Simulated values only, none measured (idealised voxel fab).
process module | voxel spacer lines
cross-section cut | 250 nm wide | cells 5 nm
A cross-section is a grid of square cells, given in bands from the top down. A band is one or more rows of cells.
Each band's line starts with the height of the band's top and of its bottom, in nm. Then come its materials from left to right, each with its width in nm. One material with "throughout" fills the band from edge to edge. "air" is empty space.
Height 0 is the level under which the wafer as received is all one material. The lowest band goes on downwards, as in "0 down".
A width such as "30 to 40" changes by the same amount from each row of cells to the next, from the band's top row to its bottom row.
"no change" after a step means that no cell of the cross-section changed.
closed voids: empty space of 8 cells or more with no open way to the top, each as width x height at its distance from the left edge, in nm
after a step's settings: what the simulator itself notes on the step
overlay nm, on a step with a mask: how far to the right of its planned place the mask lay; to the left if negative
Each pair below shows a cross-section before one step and the cross-section after it, down to the lowest band that changed. The line under each pair gives the step between them, with its settings. The pairs can come from different runs of this module on the same starting wafer, so a pair continues from the pair above only where its "before" says so.
before
  0 down: Si throughout
  closed voids: none
after
  5 to 0: Al2O3 throughout
  below 0: unchanged
  closed voids: none
the step between: op CONFORMAL_DEP | material Al2O3 | thk nm 5
before: the cross-section after the pair above
after
  20 to 5: SiN throughout
  below 5: unchanged
  closed voids: none
the step between: op DIRECTIONAL_DEP | material SiN | thk nm 15
before: the cross-section after the pair above
after
  50 to 20: aC throughout
  below 20: unchanged
  closed voids: none
the step between: op DIRECTIONAL_DEP | material aC | thk nm 30
before: the cross-section after the pair above
after
  85 to 50: air 40 | resist 25 | air 45 | resist 25 | air 45 | resist 25 | air 45
  below 50: unchanged
  closed voids: none
the step between: op PATTERN | tone cover | mask id MANDREL | material resist | width nm 25 | pitch nm 70 | thk nm 35 | overlay nm 0
before: the cross-section after the pair above
after
  55 to 50: air 40 | resist 25 | air 45 | resist 25 | air 45 | resist 25 | air 45
  50 to 20: air 40 | aC 25 | air 45 | aC 25 | air 45 | aC 25 | air 45
  below 20: unchanged
  closed voids: none
the step between: op DIRECTIONAL_ETCH | etch materials aC | depth nm 30
before: the cross-section after the pair above
after
  50 to 20: air 40 | aC 25 | air 45 | aC 25 | air 45 | aC 25 | air 45
  below 20: unchanged
  closed voids: none
the step between: op STRIP | etch materials resist
before: the cross-section after the pair above
after
  60 to 50: air 30 | SiO2 45 | air 25 | SiO2 45 | air 25 | SiO2 45 | air 35
  50 to 30: air 30 | SiO2 10 | aC 25 | SiO2 10 | air 25 | SiO2 10 | aC 25 | SiO2 10 | air 25 | SiO2 10 | aC 25 | SiO2 10 | air 35
  30 to 20: SiO2 40 | aC 25 | SiO2 45 | aC 25 | SiO2 45 | aC 25 | SiO2 45
  below 20: unchanged
  closed voids: none
the step between: op CONFORMAL_DEP | material SiO2 | thk nm 10
before: the cross-section after the pair above
after
  50 to 20: air 30 | SiO2 10 | aC 25 | SiO2 10 | air 25 | SiO2 10 | aC 25 | SiO2 10 | air 25 | SiO2 10 | aC 25 | SiO2 10 | air 35
  below 20: unchanged
  closed voids: none
the step between: op DIRECTIONAL_ETCH | etch materials SiO2 | depth nm 10
before: the cross-section after the pair above
after
  50 to 20: air 30 | SiO2 10 | air 25 | SiO2 10 | air 25 | SiO2 10 | air 25 | SiO2 10 | air 25 | SiO2 10 | air 25 | SiO2 10 | air 35
  below 20: unchanged
  closed voids: none
the step between: op STRIP | etch materials aC
before: the cross-section after the pair above
after
  50 to 20: air 30 | SiO2 10 | air 25 | SiO2 10 | air 25 | SiO2 10 | air 25 | SiO2 10 | air 25 | SiO2 10 | air 25 | SiO2 10 | air 35
  20 to 5: air 30 | SiN 10 | air 25 | SiN 10 | air 25 | SiN 10 | air 25 | SiN 10 | air 25 | SiN 10 | air 25 | SiN 10 | air 35
  below 5: unchanged
  closed voids: none
the step between: op DIRECTIONAL_ETCH | etch materials SiN | depth nm 15
before: the cross-section after the pair above
after
  20 to 5: air 30 | SiN 10 | air 25 | SiN 10 | air 25 | SiN 10 | air 25 | SiN 10 | air 25 | SiN 10 | air 25 | SiN 10 | air 35
  below 5: unchanged
  closed voids: none
the step between: op STRIP | etch materials SiO2
before
  0 down: Si throughout
  closed voids: none
after
  15 to 0: SiN throughout
  below 0: unchanged
  closed voids: none
the step between: op DIRECTIONAL_DEP | material SiN | thk nm 15
before: the cross-section after the pair above
after
  45 to 15: aC throughout
  below 15: unchanged
  closed voids: none
the step between: op DIRECTIONAL_DEP | material aC | thk nm 30
before: the cross-section after the pair above
after
  80 to 45: air 40 | resist 25 | air 45 | resist 25 | air 45 | resist 25 | air 45
  below 45: unchanged
  closed voids: none
the step between: op PATTERN | tone cover | mask id MANDREL | material resist | width nm 25 | pitch nm 70 | thk nm 35 | overlay nm 0
before: the cross-section after the pair above
after
  50 to 45: air 40 | resist 25 | air 45 | resist 25 | air 45 | resist 25 | air 45
  45 to 15: air 40 | aC 25 | air 45 | aC 25 | air 45 | aC 25 | air 45
  below 15: unchanged
  closed voids: none
the step between: op DIRECTIONAL_ETCH | etch materials aC | depth nm 30
before: the cross-section after the pair above
after
  45 to 15: air 40 | aC 25 | air 45 | aC 25 | air 45 | aC 25 | air 45
  below 15: unchanged
  closed voids: none
the step between: op STRIP | etch materials resist
before: the cross-section after the pair above
after
  55 to 45: air 30 | SiO2 45 | air 25 | SiO2 45 | air 25 | SiO2 45 | air 35
  45 to 25: air 30 | SiO2 10 | aC 25 | SiO2 10 | air 25 | SiO2 10 | aC 25 | SiO2 10 | air 25 | SiO2 10 | aC 25 | SiO2 10 | air 35
  25 to 15: SiO2 40 | aC 25 | SiO2 45 | aC 25 | SiO2 45 | aC 25 | SiO2 45
  below 15: unchanged
  closed voids: none
the step between: op CONFORMAL_DEP | material SiO2 | thk nm 10
before: the cross-section after the pair above
after
  45 to 15: air 30 | SiO2 10 | aC 25 | SiO2 10 | air 25 | SiO2 10 | aC 25 | SiO2 10 | air 25 | SiO2 10 | aC 25 | SiO2 10 | air 35
  below 15: unchanged
  closed voids: none
the step between: op DIRECTIONAL_ETCH | etch materials SiO2 | depth nm 10
before: the cross-section after the pair above
after
  45 to 15: air 30 | SiO2 10 | air 25 | SiO2 10 | air 25 | SiO2 10 | air 25 | SiO2 10 | air 25 | SiO2 10 | air 25 | SiO2 10 | air 35
  below 15: unchanged
  closed voids: none
the step between: op STRIP | etch materials aC
before: the cross-section after the pair above
after
  45 to 15: air 30 | SiO2 10 | air 25 | SiO2 10 | air 25 | SiO2 10 | air 25 | SiO2 10 | air 25 | SiO2 10 | air 25 | SiO2 10 | air 35
  15 to 0: air 30 | SiN 10 | air 25 | SiN 10 | air 25 | SiN 10 | air 25 | SiN 10 | air 25 | SiN 10 | air 25 | SiN 10 | air 35
  below 0: unchanged
  closed voids: none
the step between: op DIRECTIONAL_ETCH | etch materials SiN | depth nm 15
before: the cross-section after the pair above
after
  15 to 0: air 30 | SiN 10 | air 25 | SiN 10 | air 25 | SiN 10 | air 25 | SiN 10 | air 25 | SiN 10 | air 25 | SiN 10 | air 35
  below 0: unchanged
  closed voids: none
the step between: op STRIP | etch materials SiO2
before
  20 to 5: SiN throughout
  5 to 0: Al2O3 throughout
  0 down: Si throughout
  closed voids: none
after
  35 to 5: SiN throughout
  below 5: unchanged
  closed voids: none
the step between: op DIRECTIONAL_DEP | material SiN | thk nm 15
before: the cross-section after the pair above
after
  65 to 35: aC throughout
  below 35: unchanged
  closed voids: none
the step between: op DIRECTIONAL_DEP | material aC | thk nm 30
before: the cross-section after the pair above
after
  100 to 65: air 40 | resist 25 | air 45 | resist 25 | air 45 | resist 25 | air 45
  below 65: unchanged
  closed voids: none
the step between: op PATTERN | tone cover | mask id MANDREL | material resist | width nm 25 | pitch nm 70 | thk nm 35 | overlay nm 0
before: the cross-section after the pair above
after
  70 to 65: air 40 | resist 25 | air 45 | resist 25 | air 45 | resist 25 | air 45
  65 to 35: air 40 | aC 25 | air 45 | aC 25 | air 45 | aC 25 | air 45
  below 35: unchanged
  closed voids: none
the step between: op DIRECTIONAL_ETCH | etch materials aC | depth nm 30
before: the cross-section after the pair above
after
  65 to 35: air 40 | aC 25 | air 45 | aC 25 | air 45 | aC 25 | air 45
  below 35: unchanged
  closed voids: none
the step between: op STRIP | etch materials resist
before: the cross-section after the pair above
after
  75 to 65: air 30 | SiO2 45 | air 25 | SiO2 45 | air 25 | SiO2 45 | air 35
  65 to 45: air 30 | SiO2 10 | aC 25 | SiO2 10 | air 25 | SiO2 10 | aC 25 | SiO2 10 | air 25 | SiO2 10 | aC 25 | SiO2 10 | air 35
  45 to 35: SiO2 40 | aC 25 | SiO2 45 | aC 25 | SiO2 45 | aC 25 | SiO2 45
  below 35: unchanged
  closed voids: none
the step between: op CONFORMAL_DEP | material SiO2 | thk nm 10
before: the cross-section after the pair above
after
  65 to 35: air 30 | SiO2 10 | aC 25 | SiO2 10 | air 25 | SiO2 10 | aC 25 | SiO2 10 | air 25 | SiO2 10 | aC 25 | SiO2 10 | air 35
  below 35: unchanged
  closed voids: none
the step between: op DIRECTIONAL_ETCH | etch materials SiO2 | depth nm 10
before: the cross-section after the pair above
after
  65 to 35: air 30 | SiO2 10 | air 25 | SiO2 10 | air 25 | SiO2 10 | air 25 | SiO2 10 | air 25 | SiO2 10 | air 25 | SiO2 10 | air 35
  below 35: unchanged
  closed voids: none
the step between: op STRIP | etch materials aC
before: the cross-section after the pair above
after
  65 to 35: air 30 | SiO2 10 | air 25 | SiO2 10 | air 25 | SiO2 10 | air 25 | SiO2 10 | air 25 | SiO2 10 | air 25 | SiO2 10 | air 35
  35 to 20: air 30 | SiN 10 | air 25 | SiN 10 | air 25 | SiN 10 | air 25 | SiN 10 | air 25 | SiN 10 | air 25 | SiN 10 | air 35
  below 20: unchanged
  closed voids: none
the step between: op DIRECTIONAL_ETCH | etch materials SiN | depth nm 15
before: the cross-section after the pair above
after
  35 to 20: air 30 | SiN 10 | air 25 | SiN 10 | air 25 | SiN 10 | air 25 | SiN 10 | air 25 | SiN 10 | air 25 | SiN 10 | air 35
  below 20: unchanged
  closed voids: none
the step between: op STRIP | etch materials SiO2
before
  50 to 20: air 30 | SiO2 10 | aC 25 | SiO2 10 | air 25 | SiO2 10 | aC 25 | SiO2 10 | air 25 | SiO2 10 | aC 25 | SiO2 10 | air 35
  20 to 5: SiN throughout
  5 to 0: Al2O3 throughout
  0 down: Si throughout
  closed voids: none
after
  50 to 20: air 30 | SiO2 10 | aC 25 | SiO2 10 | air 25 | SiO2 10 | aC 25 | SiO2 10 | air 25 | SiO2 10 | aC 25 | SiO2 10 | air 35
  20 to 5: air 30 | SiN 45 | air 25 | SiN 45 | air 25 | SiN 45 | air 35
  below 5: unchanged
  closed voids: none
the step between: op DIRECTIONAL_ETCH | etch materials SiN | depth nm 15
before: the cross-section after the pair above
after
  50 to 20: air 30 | SiO2 10 | air 25 | SiO2 10 | air 25 | SiO2 10 | air 25 | SiO2 10 | air 25 | SiO2 10 | air 25 | SiO2 10 | air 35
  below 20: unchanged
  closed voids: none
the step between: op STRIP | etch materials aC
before: the cross-section after the pair above
after
  20 to 5: air 30 | SiN 45 | air 25 | SiN 45 | air 25 | SiN 45 | air 35
  below 5: unchanged
  closed voids: none
the step between: op STRIP | etch materials SiO2
before
  5 to 0: Al2O3 throughout
  0 down: Si throughout
  closed voids: none
after
  10 to 5: SiN throughout
  below 5: unchanged
  closed voids: none
the step between: op DIRECTIONAL_DEP | material SiN | thk nm 5
before: the cross-section after the pair above
after
  40 to 10: aC throughout
  below 10: unchanged
  closed voids: none
the step between: op DIRECTIONAL_DEP | material aC | thk nm 30
before: the cross-section after the pair above
after
  75 to 40: air 40 | resist 25 | air 45 | resist 25 | air 45 | resist 25 | air 45
  below 40: unchanged
  closed voids: none
the step between: op PATTERN | tone cover | mask id MANDREL | material resist | width nm 25 | pitch nm 70 | thk nm 35 | overlay nm 0
before: the cross-section after the pair above
after
  45 to 40: air 40 | resist 25 | air 45 | resist 25 | air 45 | resist 25 | air 45
  40 to 10: air 40 | aC 25 | air 45 | aC 25 | air 45 | aC 25 | air 45
  below 10: unchanged
  closed voids: none
the step between: op DIRECTIONAL_ETCH | etch materials aC | depth nm 30
before: the cross-section after the pair above
after
  40 to 10: air 40 | aC 25 | air 45 | aC 25 | air 45 | aC 25 | air 45
  below 10: unchanged
  closed voids: none
the step between: op STRIP | etch materials resist
before: the cross-section after the pair above
after
  50 to 40: air 30 | SiO2 45 | air 25 | SiO2 45 | air 25 | SiO2 45 | air 35
  40 to 20: air 30 | SiO2 10 | aC 25 | SiO2 10 | air 25 | SiO2 10 | aC 25 | SiO2 10 | air 25 | SiO2 10 | aC 25 | SiO2 10 | air 35
  20 to 10: SiO2 40 | aC 25 | SiO2 45 | aC 25 | SiO2 45 | aC 25 | SiO2 45
  below 10: unchanged
  closed voids: none
the step between: op CONFORMAL_DEP | material SiO2 | thk nm 10
before: the cross-section after the pair above
after
  40 to 10: air 30 | SiO2 10 | aC 25 | SiO2 10 | air 25 | SiO2 10 | aC 25 | SiO2 10 | air 25 | SiO2 10 | aC 25 | SiO2 10 | air 35
  below 10: unchanged
  closed voids: none
the step between: op DIRECTIONAL_ETCH | etch materials SiO2 | depth nm 10
before: the cross-section after the pair above
after
  40 to 10: air 30 | SiO2 10 | air 25 | SiO2 10 | air 25 | SiO2 10 | air 25 | SiO2 10 | air 25 | SiO2 10 | air 25 | SiO2 10 | air 35
  below 10: unchanged
  closed voids: none
the step between: op STRIP | etch materials aC
before: the cross-section after the pair above
after
  40 to 10: air 30 | SiO2 10 | air 25 | SiO2 10 | air 25 | SiO2 10 | air 25 | SiO2 10 | air 25 | SiO2 10 | air 25 | SiO2 10 | air 35
  10 to 5: air 30 | SiN 10 | air 25 | SiN 10 | air 25 | SiN 10 | air 25 | SiN 10 | air 25 | SiN 10 | air 25 | SiN 10 | air 35
  below 5: unchanged
  closed voids: none
the step between: op DIRECTIONAL_ETCH | etch materials SiN | depth nm 15
before: the cross-section after the pair above
after
  10 to 5: air 30 | SiN 10 | air 25 | SiN 10 | air 25 | SiN 10 | air 25 | SiN 10 | air 25 | SiN 10 | air 25 | SiN 10 | air 35
  below 5: unchanged
  closed voids: none
the step between: op STRIP | etch materials SiO2
before
  50 to 20: aC throughout
  20 to 5: SiN throughout
  5 to 0: Al2O3 throughout
  0 down: Si throughout
  closed voids: none
after
  85 to 50: air 35 | resist 35 | air 35 | resist 35 | air 35 | resist 35 | air 40
  below 50: unchanged
  closed voids: none
the step between: op PATTERN | tone cover | mask id MANDREL | material resist | width nm 35 | pitch nm 70 | thk nm 35 | overlay nm 0
before: the cross-section after the pair above
after
  55 to 50: air 35 | resist 35 | air 35 | resist 35 | air 35 | resist 35 | air 40
  50 to 20: air 35 | aC 35 | air 35 | aC 35 | air 35 | aC 35 | air 40
  below 20: unchanged
  closed voids: none
the step between: op DIRECTIONAL_ETCH | etch materials aC | depth nm 30
before: the cross-section after the pair above
after
  50 to 20: air 35 | aC 35 | air 35 | aC 35 | air 35 | aC 35 | air 40
  below 20: unchanged
  closed voids: none
the step between: op STRIP | etch materials resist
before: the cross-section after the pair above
after
  60 to 50: air 25 | SiO2 55 | air 15 | SiO2 55 | air 15 | SiO2 55 | air 30
  50 to 30: air 25 | SiO2 10 | aC 35 | SiO2 10 | air 15 | SiO2 10 | aC 35 | SiO2 10 | air 15 | SiO2 10 | aC 35 | SiO2 10 | air 30
  30 to 20: SiO2 35 | aC 35 | SiO2 35 | aC 35 | SiO2 35 | aC 35 | SiO2 40
  below 20: unchanged
  closed voids: none
the step between: op CONFORMAL_DEP | material SiO2 | thk nm 10
before: the cross-section after the pair above
after
  50 to 20: air 25 | SiO2 10 | aC 35 | SiO2 10 | air 15 | SiO2 10 | aC 35 | SiO2 10 | air 15 | SiO2 10 | aC 35 | SiO2 10 | air 30
  below 20: unchanged
  closed voids: none
the step between: op DIRECTIONAL_ETCH | etch materials SiO2 | depth nm 10
before: the cross-section after the pair above
after
  50 to 20: air 25 | SiO2 10 | air 35 | SiO2 10 | air 15 | SiO2 10 | air 35 | SiO2 10 | air 15 | SiO2 10 | air 35 | SiO2 10 | air 30
  below 20: unchanged
  closed voids: none
the step between: op STRIP | etch materials aC
before: the cross-section after the pair above
after
  50 to 20: air 25 | SiO2 10 | air 35 | SiO2 10 | air 15 | SiO2 10 | air 35 | SiO2 10 | air 15 | SiO2 10 | air 35 | SiO2 10 | air 30
  20 to 5: air 25 | SiN 10 | air 35 | SiN 10 | air 15 | SiN 10 | air 35 | SiN 10 | air 15 | SiN 10 | air 35 | SiN 10 | air 30
  below 5: unchanged
  closed voids: none
the step between: op DIRECTIONAL_ETCH | etch materials SiN | depth nm 15
before: the cross-section after the pair above
after
  20 to 5: air 25 | SiN 10 | air 35 | SiN 10 | air 15 | SiN 10 | air 35 | SiN 10 | air 15 | SiN 10 | air 35 | SiN 10 | air 30
  below 5: unchanged
  closed voids: none
the step between: op STRIP | etch materials SiO2
before
  50 to 20: aC throughout
  20 to 5: SiN throughout
  5 to 0: Al2O3 throughout
  0 down: Si throughout
  closed voids: none
after
  85 to 50: air 50 | resist 25 | air 45 | resist 25 | air 45 | resist 25 | air 35
  below 50: unchanged
  closed voids: none
the step between: op PATTERN | tone cover | mask id MANDREL | material resist | width nm 25 | pitch nm 70 | thk nm 35 | overlay nm 10
before: the cross-section after the pair above
after
  55 to 50: air 50 | resist 25 | air 45 | resist 25 | air 45 | resist 25 | air 35
  50 to 20: air 50 | aC 25 | air 45 | aC 25 | air 45 | aC 25 | air 35
  below 20: unchanged
  closed voids: none
the step between: op DIRECTIONAL_ETCH | etch materials aC | depth nm 30
before: the cross-section after the pair above
after
  50 to 20: air 50 | aC 25 | air 45 | aC 25 | air 45 | aC 25 | air 35
  below 20: unchanged
  closed voids: none
the step between: op STRIP | etch materials resist
before: the cross-section after the pair above
after
  60 to 50: air 40 | SiO2 45 | air 25 | SiO2 45 | air 25 | SiO2 45 | air 25
  50 to 30: air 40 | SiO2 10 | aC 25 | SiO2 10 | air 25 | SiO2 10 | aC 25 | SiO2 10 | air 25 | SiO2 10 | aC 25 | SiO2 10 | air 25
  30 to 20: SiO2 50 | aC 25 | SiO2 45 | aC 25 | SiO2 45 | aC 25 | SiO2 35
  below 20: unchanged
  closed voids: none
the step between: op CONFORMAL_DEP | material SiO2 | thk nm 10
before: the cross-section after the pair above
after
  50 to 20: air 40 | SiO2 10 | aC 25 | SiO2 10 | air 25 | SiO2 10 | aC 25 | SiO2 10 | air 25 | SiO2 10 | aC 25 | SiO2 10 | air 25
  below 20: unchanged
  closed voids: none
the step between: op DIRECTIONAL_ETCH | etch materials SiO2 | depth nm 10
before: the cross-section after the pair above
after
  50 to 20: air 40 | SiO2 10 | air 25 | SiO2 10 | air 25 | SiO2 10 | air 25 | SiO2 10 | air 25 | SiO2 10 | air 25 | SiO2 10 | air 25
  below 20: unchanged
  closed voids: none
the step between: op STRIP | etch materials aC
before: the cross-section after the pair above
after
  50 to 20: air 40 | SiO2 10 | air 25 | SiO2 10 | air 25 | SiO2 10 | air 25 | SiO2 10 | air 25 | SiO2 10 | air 25 | SiO2 10 | air 25
  20 to 5: air 40 | SiN 10 | air 25 | SiN 10 | air 25 | SiN 10 | air 25 | SiN 10 | air 25 | SiN 10 | air 25 | SiN 10 | air 25
  below 5: unchanged
  closed voids: none
the step between: op DIRECTIONAL_ETCH | etch materials SiN | depth nm 15
before: the cross-section after the pair above
after
  20 to 5: air 40 | SiN 10 | air 25 | SiN 10 | air 25 | SiN 10 | air 25 | SiN 10 | air 25 | SiN 10 | air 25 | SiN 10 | air 25
  below 5: unchanged
  closed voids: none
the step between: op STRIP | etch materials SiO2
before
  50 to 20: air 30 | SiO2 10 | aC 25 | SiO2 10 | air 25 | SiO2 10 | aC 25 | SiO2 10 | air 25 | SiO2 10 | aC 25 | SiO2 10 | air 35
  20 to 5: SiN throughout
  5 to 0: Al2O3 throughout
  0 down: Si throughout
  closed voids: none
after
  50 to 20: air 40 | aC 25 | air 45 | aC 25 | air 45 | aC 25 | air 45
  below 20: unchanged
  closed voids: none
the step between: op STRIP | etch materials SiO2
before: the cross-section after the pair above
after
  50 to 20: air 40 | aC 25 | air 45 | aC 25 | air 45 | aC 25 | air 45
  20 to 5: air 40 | SiN 25 | air 45 | SiN 25 | air 45 | SiN 25 | air 45
  below 5: unchanged
  closed voids: none
the step between: op DIRECTIONAL_ETCH | etch materials SiN | depth nm 15
before
  50 to 20: aC throughout
  20 to 5: SiN throughout
  5 to 0: Al2O3 throughout
  0 down: Si throughout
  closed voids: none
after
  85 to 50: resist 40 | air 25 | resist 45 | air 25 | resist 45 | air 25 | resist 45
  below 50: unchanged
  closed voids: none
the step between: op PATTERN | tone open | mask id MANDREL | material resist | width nm 25 | pitch nm 70 | thk nm 35 | overlay nm 0
before: the cross-section after the pair above
after
  55 to 50: resist 40 | air 25 | resist 45 | air 25 | resist 45 | air 25 | resist 45
  50 to 20: aC 40 | air 25 | aC 45 | air 25 | aC 45 | air 25 | aC 45
  below 20: unchanged
  closed voids: none
the step between: op DIRECTIONAL_ETCH | etch materials aC | depth nm 30
before: the cross-section after the pair above
after
  50 to 20: aC 40 | air 25 | aC 45 | air 25 | aC 45 | air 25 | aC 45
  below 20: unchanged
  closed voids: none
the step between: op STRIP | etch materials resist
before: the cross-section after the pair above
after
  60 to 50: SiO2 50 | air 5 | SiO2 65 | air 5 | SiO2 65 | air 5 | SiO2 55
  50 to 30: aC 40 | SiO2 10 | air 5 | SiO2 10 | aC 45 | SiO2 10 | air 5 | SiO2 10 | aC 45 | SiO2 10 | air 5 | SiO2 10 | aC 45
  30 to 20: aC 40 | SiO2 25 | aC 45 | SiO2 25 | aC 45 | SiO2 25 | aC 45
  below 20: unchanged
  closed voids: none
the step between: op CONFORMAL_DEP | material SiO2 | thk nm 10
before: the cross-section after the pair above
after
  50 to 20: aC 40 | SiO2 10 | air 5 | SiO2 10 | aC 45 | SiO2 10 | air 5 | SiO2 10 | aC 45 | SiO2 10 | air 5 | SiO2 10 | aC 45
  below 20: unchanged
  closed voids: none
the step between: op DIRECTIONAL_ETCH | etch materials SiO2 | depth nm 10
before: the cross-section after the pair above
after
  50 to 20: air 40 | SiO2 10 | air 5 | SiO2 10 | air 45 | SiO2 10 | air 5 | SiO2 10 | air 45 | SiO2 10 | air 5 | SiO2 10 | air 45
  below 20: unchanged
  closed voids: none
the step between: op STRIP | etch materials aC
before: the cross-section after the pair above
after
  50 to 20: air 40 | SiO2 10 | air 5 | SiO2 10 | air 45 | SiO2 10 | air 5 | SiO2 10 | air 45 | SiO2 10 | air 5 | SiO2 10 | air 45
  20 to 5: air 40 | SiN 10 | air 5 | SiN 10 | air 45 | SiN 10 | air 5 | SiN 10 | air 45 | SiN 10 | air 5 | SiN 10 | air 45
  below 5: unchanged
  closed voids: none
the step between: op DIRECTIONAL_ETCH | etch materials SiN | depth nm 15
before: the cross-section after the pair above
after
  20 to 5: air 40 | SiN 10 | air 5 | SiN 10 | air 45 | SiN 10 | air 5 | SiN 10 | air 45 | SiN 10 | air 5 | SiN 10 | air 45
  below 5: unchanged
  closed voids: none
the step between: op STRIP | etch materials SiO2
